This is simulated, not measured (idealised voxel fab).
process module | voxel double patterning
cross-section cut | 215 nm wide | cells 5 nm
A cross-section is a grid of square cells, given in bands from the top down. A band is one or more rows of cells.
Each band's line starts with the height of the band's top and of its bottom, in nm. Then come its materials from left to right, each with its width in nm. One material with "throughout" fills the band from edge to edge. "air" is empty space.
Height 0 is the level under which the wafer as received is all one material. The lowest band goes on downwards, as in "0 down".
A width such as "30 to 40" changes by the same amount from each row of cells to the next, from the band's top row to its bottom row.
"no change" after a step means that no cell of the cross-section changed.
closed voids: empty space of 8 cells or more with no open way to the top, each as width x height at its distance from the left edge, in nm
after a step's settings: what the simulator itself notes on the step
overlay nm, on a step with a mask: how far to the right of its planned place the mask lay; to the left if negative
plan
1 op RECEIVE | material Si
2 op CONFORMAL_DEP | material SiO2 | thk nm 5
3 op DIRECTIONAL_DEP | material TiN | thk nm 20
4 op DIRECTIONAL_DEP | material SiCN | thk nm 5
5 op PATTERN | tone open | mask id FIRST | material resist | width nm 15 | pitch nm 50 | thk nm 15 | overlay nm 0
6 op DIRECTIONAL_ETCH | etch materials SiCN | depth nm 5
7 op STRIP | etch materials resist
8 op PATTERN | tone open | mask id SECOND | material resist | width nm 15 | thk nm 20 | overlay nm 0
9 op DIRECTIONAL_ETCH | etch materials SiCN | depth nm 5
10 op STRIP | etch materials resist
11 op DIRECTIONAL_ETCH | etch materials TiN | depth nm 20
12 op STRIP | etch materials SiCN
as received, after step 1
  0 down: Si throughout
  closed voids: none
a wafer at the end: this start, this plan, one mistake
  25 to 5: air 100 | TiN 15 | air 100
  5 to 0: SiO2 throughout
  0 down: Si throughout
  closed voids: none
what went wrong: step 8 ran as: op PATTERN | tone cover | mask id SECOND | material resist | width nm 15 | thk nm 20 | overlay nm 0
